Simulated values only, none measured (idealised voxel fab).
Title: Process Module voxel quadruple lines
Shown is cross-section cut, with a width of 225 nm and square cells of size 5 nm.
The cross-sections in this document take the form of a grid made of square cells. They are written out as bands, in order from top to bottom. Each band consists of one or more rows of cells.
Heads up on the band format: heights come first, top then bottom, in nm. After that it's the materials left to right, each with its width in nm. A single material flagged "throughout" fills the whole band edge to edge, and "air" means there's empty space there.
Heights are measured from 0, the level below which the as-received wafer is all one material; the lowest band has no bottom and continues downward, written as in "0 down".
With a width like "30..40", each row of cells in the band differs from the next by the same amount, the top row carrying the first number and the bottom row the second.
Take "nothing got changed" at face value: in the step it is given for, the cross-section changed in none of its cells.
So "closed voids" is basically the list of trapped voids: any empty space of 8 cells or more that can't reach the top through an opening. They're written width x height at distance, the distance being from the left edge, and it's all nm.
Step line, after settings: the simulator's comment on this step.
Each step line may optionally specify "overlay nm", which for a step with a mask gives the rightward distance between the mask's planned place and where it lay, a negative value indicating the leftward direction.

[Intended process steps]
| 1 | RECEIVE,material Si |
| 2 | CONFORMAL_DEP,material SiO2,thk nm 5 |
| 3 | DIRECTIONAL_DEP,material W,thk nm 10 |
| 4 | DIRECTIONAL_DEP,material polySi,thk nm 15 |
| 5 | DIRECTIONAL_DEP,material aC,thk nm 20 |
| 6 | PATTERN,tone cover,mask id MANDREL,material resist,width nm 20,thk nm 30,overlay nm 0 |
| 7 | DIRECTIONAL_ETCH,etch materials aC,depth nm 20 |
| 8 | STRIP,etch materials resist |
| 9 | CONFORMAL_DEP,material SiO2,thk nm 10 |
| 10 | DIRECTIONAL_ETCH,etch materials SiO2,depth nm 10 |
| 11 | STRIP,etch materials aC |
| 12 | DIRECTIONAL_ETCH,etch materials polySi,depth nm 15 |
| 13 | STRIP,etch materials SiO2 |
| 14 | CONFORMAL_DEP,material SiCN,thk nm 5 |
| 15 | DIRECTIONAL_ETCH,etch materials SiCN,depth nm 5 |
| 16 | STRIP,etch materials polySi |
| 17 | DIRECTIONAL_ETCH,etch materials W,depth nm 10 |
| 18 | STRIP,etch materials SiCN |
| 19 | FILL_DEP,material SiO2,thk nm 10 |
| 20 | CMP,height nm 15 |

[Cross-sectional view of the wafer in its as-received condition, corresponding to the state after step 1]
- 0 down  Si throughout
- closed voids: none

[Looking at the first of two wafers in cross-section at end of module - ran to plan]
- 15 to 5  85 nm SiO2; 5 nm W; 10 nm SiO2; 5 nm W; 10 nm SiO2; 5 nm W; 10 nm SiO2; 5 nm W; 90 nm SiO2
- 5 to 0  SiO2 throughout
- 0 down  Si throughout
- closed voids: none

[This cross-section belongs to the second wafer of two at the end of the module; the start and the plan were shared with the first, and the run included one mistake]
- 15 to 5  80 nm SiO2; 5 nm W; 10 nm SiO2; 5 nm W; 20 nm SiO2; 5 nm W; 10 nm SiO2; 5 nm W; 85 nm SiO2
- 5 to 0  SiO2 throughout
- 0 down  Si throughout
- closed voids: none
Nonconformance to the process plan: not per plan at step 6, really ran PATTERN,tone cover,mask id MANDREL,material resist,width nm 30,thk nm 30,overlay nm 0
Comparing end states, the material composition by cell count is preserved from the first wafer to the second, while the locations of the cells are not.
